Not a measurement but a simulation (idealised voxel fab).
You're looking at the process module voxel released beams.
Shown is cross-section cut, with a width of 160 nm and square cells of size 5 nm.
A cross-section is written here as square cells arranged in a grid, and it is given in bands from the top down, each band taking up one or more rows of cells. Read a band's entry like this: the first values are the height of its top and the height of its bottom in nm, and what follows is the sequence of materials from left to right, each with its width in nm. Note that "blank" is empty space, and that a single material marked "edge to edge" reaches across the band from edge to edge. Note: height 0 marks the level under which the wafer is uniformly one material as received. Lowest band unbounded below, written "from 0 down". So if you see something like "30..40" for the width, read it as the top row of the band sitting at the first number and the bottom row at the second, with every row in between moving by the same amount as the last. "all unchanged" means the step left every cell of the cross-section as it was. Closed-off voids of 8+ cells (no open route to the top) go in "Listed closed voids", written width x height at distance from the left edge, in nm. Anything after a step's settings on that line? It's the simulator's own note about the step. A step line may carry the setting "overlay nm", which, for steps involving a mask, states the distance by which the mask lay to the right of its intended position; negative values denote displacement to the left.

Set out below are the planned steps of the process
- 1: RECEIVE [material Si]
- 2: CONFORMAL_DEP [material SiN] [thk nm 5]
- 3: DIRECTIONAL_DEP [material SiO2] [thk nm 15]
- 4: DIRECTIONAL_DEP [material aC] [thk nm 15]
- 5: PATTERN [tone open] [mask id ANCHOR] [material resist] [width nm 35] [thk nm 35] [overlay nm 0]
- 6: DIRECTIONAL_ETCH [etch materials aC] [depth nm 15]
- 7: STRIP [etch materials resist]
- 8: DIRECTIONAL_ETCH [etch materials SiO2] [depth nm 15]
- 9: STRIP [etch materials aC]
- 10: CONFORMAL_DEP [material W] [thk nm 15]
- 11: PATTERN [tone cover] [mask id BEAM] [material resist] [width nm 110] [thk nm 15] [overlay nm 0]
- 12: DIRECTIONAL_ETCH [etch materials W] [depth nm 15]
- 13: STRIP [etch materials resist]
- 14: STRIP [etch materials SiO2]

First wafer of two (run as planned)

As received (post step 1): cross-section
- from 0 down = Si edge to edge
- Listed closed voids: none

Presented here is a cross-section of the wafer after step 2 has been performed
- from 5 to 0 = SiN edge to edge
- Unchanged below 0.

Presented here is a cross-section of the wafer after step 3 has been performed
- from 20 to 5 = SiO2 edge to edge
- Unchanged below 5.

Presented here is a cross-section of the wafer after step 4 has been performed
- from 35 to 20 = aC edge to edge
- Unchanged below 20.

Presented here is a cross-section of the wafer after step 5 has been performed
- from 70 to 35 = 25 nm resist, then 35 nm blank, then 100 nm resist
- Unchanged below 35.

Presented here is a cross-section of the wafer after step 6 has been performed
- from 55 to 35 = 25 nm resist, then 35 nm blank, then 100 nm resist
- from 35 to 20 = 25 nm aC, then 35 nm blank, then 100 nm aC
- Unchanged below 20.

Presented here is a cross-section of the wafer after step 7 has been performed
- from 35 to 20 = 25 nm aC, then 35 nm blank, then 100 nm aC
- Unchanged below 20.

Presented here is a cross-section of the wafer after step 8 has been performed
- from 35 to 20 = 25 nm aC, then 35 nm blank, then 100 nm aC
- from 20 to 5 = 25 nm SiO2, then 35 nm blank, then 100 nm SiO2
- Unchanged below 5.

Presented here is a cross-section of the wafer after step 9 has been performed
- from 20 to 5 = 25 nm SiO2, then 35 nm blank, then 100 nm SiO2
- Unchanged below 5.

Presented here is a cross-section of the wafer after step 10 has been performed
- from 35 to 20 = 40 nm W, then 5 nm blank, then 115 nm W
- from 20 to 5 = 25 nm SiO2, then 35 nm W, then 100 nm SiO2
- Unchanged below 5.

Presented here is a cross-section of the wafer after step 11 has been performed
- from 50 to 35 = 20 nm blank, then 110 nm resist, then 30 nm blank
- from 35 to 20 = 40 nm W, then 5 nm resist, then 115 nm W
- Unchanged below 20.

Presented here is a cross-section of the wafer after step 12 has been performed
- from 50 to 35 = 20 nm blank, then 110 nm resist, then 30 nm blank
- from 35 to 20 = 20 nm blank, then 20 nm W, then 5 nm resist, then 85 nm W, then 30 nm blank
- Unchanged below 20.

Presented here is a cross-section of the wafer after step 13 has been performed
- from 35 to 20 = 20 nm blank, then 20 nm W, then 5 nm blank, then 85 nm W, then 30 nm blank
- Unchanged below 20.

Presented here is a cross-section of the wafer after step 14 has been performed
- from 35 to 20 = 20 nm blank, then 20 nm W, then 5 nm blank, then 85 nm W, then 30 nm blank
- from 20 to 5 = 25 nm blank, then 35 nm W, then 100 nm blank
- Unchanged below 5.

Second wafer, same starting conditions and recipe as the first, one mistake in executing it, nothing differs from the first up to and including step 1

Cross-section, second wafer, at the end time the plan gives for step 2
- from 15 to 0 = SiO2 edge to edge
- Unchanged below 0.

Cross-section, second wafer, at the end time the plan gives for step 3
- from 20 to 15 = SiN edge to edge
- Unchanged below 15.

Cross-section, second wafer, at the end time the plan gives for step 4
- from 35 to 20 = aC edge to edge
- Unchanged below 20.

Cross-section, second wafer, at the end time the plan gives for step 5
- from 70 to 35 = 25 nm resist, then 35 nm blank, then 100 nm resist
- Unchanged below 35.

Cross-section, second wafer, at the end time the plan gives for step 6
- from 55 to 35 = 25 nm resist, then 35 nm blank, then 100 nm resist
- from 35 to 20 = 25 nm aC, then 35 nm blank, then 100 nm aC
- Unchanged below 20.

Cross-section, second wafer, at the end time the plan gives for step 7
- from 35 to 20 = 25 nm aC, then 35 nm blank, then 100 nm aC
- Unchanged below 20.

Cross-section, second wafer, at the end time the plan gives for step 8: all unchanged

Cross-section, second wafer, at the end time the plan gives for step 9
- from 20 to 15 = SiN edge to edge
- Unchanged below 15.

Cross-section, second wafer, at the end time the plan gives for step 10
- from 35 to 20 = W edge to edge
- Unchanged below 20.

Cross-section, second wafer, at the end time the plan gives for step 11
- from 50 to 35 = 20 nm blank, then 110 nm resist, then 30 nm blank
- Unchanged below 35.

Cross-section, second wafer, at the end time the plan gives for step 12
- from 50 to 35 = 20 nm blank, then 110 nm resist, then 30 nm blank
- from 35 to 20 = 20 nm blank, then 110 nm W, then 30 nm blank
- Unchanged below 20.

Cross-section, second wafer, at the end time the plan gives for step 13
- from 35 to 20 = 20 nm blank, then 110 nm W, then 30 nm blank
- Unchanged below 20.

Cross-section, second wafer, at the end time the plan gives for step 14: all unchanged
Which mistake was made when the wafer was run? ran 2 and 3 in swapped order versus the plan
at the end the second wafer has, in cells: 96 more of SiO2 | 18 fewer of W
